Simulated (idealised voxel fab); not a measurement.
Documented hereafter: the process module known as voxel gate over fins.
cross-section cut | 250 nm wide | cells 5 nm
Cross-section layout: square cells on a grid; listed as bands, top to bottom; a band spans one or more cell rows. What a band's entry tells you: where the top is and where the bottom is, as heights in nm, and after that what lies inside, material by material from left to right, each with its width in nm. Empty space is written as the word "air", and a single material marked with the word "all across" occupies the band from edge to edge. Convention: height 0 is the level below which the wafer, as received, is all one material. The lowest band does not terminate at the bottom but continues downward, represented as "z 0 and below". The two numbers in a width such as "30 to 40" mark its ends across the band: the first belongs to the top row of cells, the second to the bottom row, and from each row to the next the width moves by the same amount. A step reported as "remains unaltered" is a step in which no cell of the cross-section changed. Any empty space of 8 cells or more lacking an open way to the top shows up in "Enclosed void catalog" as width x height at distance, distance from the left edge, in nm. What comes after the settings on a step's line is commentary from the simulator itself on that step. The optional step-line setting "overlay nm" applies to steps with a mask and quantifies how far to the right of its planned location the mask lay, a negative value indicating leftward placement.

## Planned process steps
1: RECEIVE with material Si
2: CONFORMAL_DEP with material SiN, thk nm 5
3: MASKED_ETCH with tone cover, mask id FINS, width nm 15, pitch nm 55, etch materials SiN, depth nm 5, overlay nm 0
4: MASKED_ETCH with tone cover, mask id FINS, width nm 15, pitch nm 55, etch materials Si, depth nm 40, overlay nm 0
5: OXIDIZE with depth nm 5
6: FILL_DEP with material SiO2, thk nm 15
7: CMP with height nm 5
8: MASKED_ETCH with tone open, mask id RAIL, width nm 15, etch materials SiO2, depth nm 40, overlay nm 0
9: CONFORMAL_DEP with material TiN, thk nm 5
10: FILL_DEP with material W, thk nm 10
11: CMP with height nm 5
12: SELECTIVE_ETCH with etch materials W Ru TiN, depth nm 30
13: FILL_DEP with material SiO2, thk nm 5
14: CMP with height nm 5
15: SELECTIVE_ETCH with etch materials SiO2, depth nm 20
16: STRIP with etch materials SiN
17: CONFORMAL_DEP with material HfO2, thk nm 5
18: CONFORMAL_DEP with material TiN, thk nm 5
19: FILL_DEP with material W, thk nm 10
20: CMP with height nm 15
21: CONFORMAL_DEP with material SiN, thk nm 5
Among the wafers covered here, the point of difference is the width nm at step 3; their starting state is shared, and the plan presents the value of the first wafer.

## Cut through the first of several wafers as received, post step 1
* z 0 and below  Si all across
* Enclosed void catalog: none

## For your reference, the table is organized with a row per wafer; each row reflects the wafer at the end of the module, indicating for each material the cells gained (+) or lost (-) since receipt, and thereafter its closed voids
width nm 15, +74 HfO2, -414 Si, +50 SiN, +270 SiO2, +79 TiN, +141 W, Enclosed void catalog: none
width nm 20, +74 HfO2, -378 Si, +50 SiN, +246 SiO2, +79 TiN, +129 W, Enclosed void catalog: none
width nm 25, +74 HfO2, -342 Si, +50 SiN, +222 SiO2, +79 TiN, +117 W, Enclosed void catalog: none
width nm 30, +74 HfO2, -306 Si, +50 SiN, +198 SiO2, +79 TiN, +105 W, Enclosed void catalog: none
